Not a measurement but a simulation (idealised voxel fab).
process module | voxel wiring stack
cross-section cut | 240 nm wide | cells 5 nm
A cross-section is a grid of square cells, given in bands from the top down. A band is one or more rows of cells.
Each band's line starts with the height of the band's top and of its bottom, in nm. Then come its materials from left to right, each with its width in nm. One material with "throughout" fills the band from edge to edge. "air" is empty space.
Height 0 is the level under which the wafer as received is all one material. The lowest band goes on downwards, as in "0 down".
A width such as "30 to 40" changes by the same amount from each row of cells to the next, from the band's top row to its bottom row.
"no change" after a step means that no cell of the cross-section changed.
closed voids: empty space of 8 cells or more with no open way to the top, each as width x height at its distance from the left edge, in nm
after a step's settings: what the simulator itself notes on the step
overlay nm, on a step with a mask: how far to the right of its planned place the mask lay; to the left if negative
plan
1 op RECEIVE | material Si
2 op CONFORMAL_DEP | material SiO2 | thk nm 15
3 op DIRECTIONAL_DEP | material TiN | thk nm 5
4 op DIRECTIONAL_DEP | material Ru | thk nm 20
5 op MASKED_ETCH | tone cover | mask id METAL_1 | width nm 25 | pitch nm 50 | etch materials Ru | depth nm 20 | overlay nm 0
6 op MASKED_ETCH | tone cover | mask id METAL_1 | width nm 25 | pitch nm 50 | etch materials TiN | depth nm 5 | overlay nm 0
7 op CONFORMAL_DEP | material SiCN | thk nm 5
8 op FILL_DEP | material lowk | thk nm 5
9 op CMP | height nm 40
10 op CONFORMAL_DEP | material SiCN | thk nm 5
11 op DIRECTIONAL_DEP | material SiO2 | thk nm 20
12 op DIRECTIONAL_DEP | material aC | thk nm 15
13 op PATTERN | tone open | mask id PLUG_1 | material resist | width nm 15 | pitch nm 100 | thk nm 30 | overlay nm 0
14 op DIRECTIONAL_ETCH | etch materials aC | depth nm 15
15 op STRIP | etch materials resist
16 op DIRECTIONAL_ETCH | etch materials SiO2 | depth nm 20
17 op DIRECTIONAL_ETCH | etch materials SiCN | depth nm 5
18 op STRIP | etch materials aC
19 op CONFORMAL_DEP | material TiN | thk nm 5
20 op FILL_DEP | material Cu | thk nm 5
21 op CMP | height nm 65
22 op DIRECTIONAL_DEP | material TiN | thk nm 5
23 op DIRECTIONAL_DEP | material Ru | thk nm 20
24 op MASKED_ETCH | tone cover | mask id METAL_2 | width nm 25 | pitch nm 50 | etch materials Ru | depth nm 20 | overlay nm 0
25 op MASKED_ETCH | tone cover | mask id METAL_2 | width nm 25 | pitch nm 50 | etch materials TiN | depth nm 5 | overlay nm 0
26 op CONFORMAL_DEP | material SiCN | thk nm 5
27 op FILL_DEP | material lowk | thk nm 10
28 op CMP | height nm 90
29 op CONFORMAL_DEP | material SiCN | thk nm 5
30 op DIRECTIONAL_DEP | material lowk | thk nm 30
31 op DIRECTIONAL_DEP | material aC | thk nm 15
32 op PATTERN | tone open | mask id METAL_3 | material resist | width nm 25 | pitch nm 50 | thk nm 35 | overlay nm 0
33 op DIRECTIONAL_ETCH | etch materials aC | depth nm 15
34 op STRIP | etch materials resist
35 op DIRECTIONAL_ETCH | etch materials lowk | depth nm 20
36 op STRIP | etch materials aC
37 op MASKED_ETCH | tone open | mask id METAL_3_HOLES | width nm 15 | pitch nm 100 | etch materials lowk | depth nm 10 | overlay nm 0
38 op MASKED_ETCH | tone open | mask id METAL_3_HOLES | width nm 15 | pitch nm 100 | etch materials SiCN | depth nm 5 | overlay nm 0
39 op CONFORMAL_DEP | material TiN | thk nm 5
40 op FILL_DEP | material Cu | thk nm 5
41 op CMP | height nm 125
42 op CONFORMAL_DEP | material SiCN | thk nm 5
as received, after step 1
  0 down: Si throughout
  closed voids: none
first wafer at the end, as planned
  130 to 125: SiCN throughout
  125 to 110: lowk 55 | TiN 5 | Cu 15 | TiN 5 | lowk 25 | TiN 5 | Cu 15 | TiN 5 | lowk 25 | TiN 5 | Cu 15 | TiN 5 | lowk 60
  110 to 105: lowk 55 | TiN 5 | Cu 5 | TiN 15 | lowk 25 | TiN 25 | lowk 25 | TiN 5 | Cu 5 | TiN 15 | lowk 60
  105 to 95: lowk 55 | TiN 5 | Cu 5 | TiN 5 | lowk 85 | TiN 5 | Cu 5 | TiN 5 | lowk 70
  95 to 90: SiCN 55 | TiN 15 | SiCN 85 | TiN 15 | SiCN 70
  90 to 70: lowk 50 | SiCN 5 | Ru 25 | SiCN 5 | lowk 15 | SiCN 5 | Ru 25 | SiCN 5 | lowk 15 | SiCN 5 | Ru 25 | SiCN 5 | lowk 55
  70 to 65: SiCN 55 | TiN 25 | SiCN 25 | TiN 25 | SiCN 25 | TiN 25 | SiCN 60
  65 to 45: SiO2 55 | TiN 5 | Cu 5 | TiN 5 | SiO2 85 | TiN 5 | Cu 5 | TiN 5 | SiO2 70
  45 to 40: SiCN 55 | TiN 15 | SiCN 85 | TiN 15 | SiCN 70
  40 to 20: lowk 50 | SiCN 5 | Ru 25 | SiCN 5 | lowk 15 | SiCN 5 | Ru 25 | SiCN 5 | lowk 15 | SiCN 5 | Ru 25 | SiCN 5 | lowk 55
  20 to 15: SiCN 55 | TiN 25 | SiCN 25 | TiN 25 | SiCN 25 | TiN 25 | SiCN 60
  15 to 0: SiO2 throughout
  0 down: Si throughout
  closed voids: none
second wafer at the end: like start, like plan, one mistake
  130 to 125: SiCN throughout
  125 to 110: lowk 55 | TiN 5 | Cu 15 | TiN 5 | lowk 25 | TiN 5 | Cu 15 | TiN 5 | lowk 25 | TiN 5 | Cu 15 | TiN 5 | lowk 60
  110 to 105: lowk 55 | TiN 5 | Cu 5 | TiN 15 | lowk 25 | TiN 25 | lowk 25 | TiN 5 | Cu 5 | TiN 15 | lowk 60
  105 to 95: lowk 55 | TiN 5 | Cu 5 | TiN 5 | lowk 85 | TiN 5 | Cu 5 | TiN 5 | lowk 70
  95 to 90: SiCN 55 | TiN 15 | SiCN 85 | TiN 15 | SiCN 70
  90 to 70: lowk 50 | SiCN 5 | Ru 25 | SiCN 5 | lowk 15 | SiCN 5 | Ru 25 | SiCN 5 | lowk 15 | SiCN 5 | Ru 25 | SiCN 5 | lowk 55
  70 to 65: SiCN 55 | TiN 25 | SiCN 25 | TiN 25 | SiCN 25 | TiN 25 | SiCN 60
  65 to 45: SiO2 55 | TiN 5 | Cu 5 | TiN 5 | SiO2 85 | TiN 5 | Cu 5 | TiN 5 | SiO2 70
  45 to 40: SiCN 55 | TiN 15 | SiCN 85 | TiN 15 | SiCN 70
  40 to 35: lowk 50 | SiCN 5 | Ru 25 | SiCN 5 | lowk 15 | SiCN 5 | Ru 25 | SiCN 5 | lowk 15 | SiCN 5 | Ru 25 | SiCN 5 | lowk 55
  35 to 30: SiCN 55 | TiN 25 | SiCN 25 | TiN 25 | SiCN 25 | TiN 25 | SiCN 60
  30 to 0: SiO2 throughout
  0 down: Si throughout
  closed voids: none
what went wrong: step 2 was run twice
at the end the second wafer has, in cells: 45 fewer of Ru | 18 fewer of SiCN | 144 more of SiO2 | 81 fewer of lowk
